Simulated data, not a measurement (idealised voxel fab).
Herein follows the process module entitled voxel trench capacitor.
Cross-sectional view cut (width: 195 nm; square cell size: 5 nm).
In this document a cross-section is written as a grid of square cells. It is given as a series of bands, listed from the top down, and a band is one or more rows of cells. Top, bottom (nm), then materials left to right with widths (nm); lone material tagged "edge to edge" fills the whole band edge to edge; "empty" = empty space. The level at which height equals 0 is the one under which the wafer, as it arrives, is entirely one material. No lower edge exists for the bottom band, which continues downward and is notated as in "0 down". With a width like "30->40", each row of cells in the band differs from the next by the same amount, the top row carrying the first number and the bottom row the second. Key: "no modification" - step with no changed cell in the cross-section. So "Encapsulated voids" is basically the list of trapped voids: any empty space of 8 cells or more that can't reach the top through an opening. They're written width x height at distance, the distance being from the left edge, and it's all nm. Heads up: the bit after the settings on a step's line is the simulator's remark on that step. The setting "overlay nm" may be written on the line of a step. When the step uses a mask, the value reports how far to the right of the planned place the mask lay, and a negative value reports that it lay to the left.

Below is the list of planned process steps:
1: RECEIVE,material Si
2: CONFORMAL_DEP,material SiN,thk nm 5
3: DIRECTIONAL_DEP,material aC,thk nm 15
4: PATTERN,tone open,mask id TRENCH,material resist,width nm 25,pitch nm 55,thk nm 35,overlay nm 0
5: DIRECTIONAL_ETCH,etch materials aC,depth nm 15
6: STRIP,etch materials resist
7: DIRECTIONAL_ETCH,etch materials SiN,depth nm 5
8: DIRECTIONAL_ETCH,etch materials Si,depth nm 35
9: STRIP,etch materials aC
10: CONFORMAL_DEP,material SiO2,thk nm 5
11: FILL_DEP,material polySi,thk nm 10
12: CMP,height nm 5

Delivered wafer in cross-section: state after step 1:
0 down: Si edge to edge
Encapsulated voids: none

Result of the module, cross-sectioned: start per above, plan per above, one error in how it was run:
5 to 0: SiN=30  SiO2=5  aC=15  SiO2=5  SiN=30  SiO2=5  aC=15  SiO2=5  SiN=30  SiO2=5  aC=15  SiO2=5  SiN=30
0 to -30: Si=30  SiO2=5  aC=15  SiO2=5  Si=30  SiO2=5  aC=15  SiO2=5  Si=30  SiO2=5  aC=15  SiO2=5  Si=30
-30 to -35: Si=30  SiO2=25  Si=30  SiO2=25  Si=30  SiO2=25  Si=30
-35 down: Si edge to edge
Encapsulated voids: none
The plan and the run diverged here: step 11 ran with different settings than intended, the actual operation and settings being FILL_DEP,material aC,thk nm 10
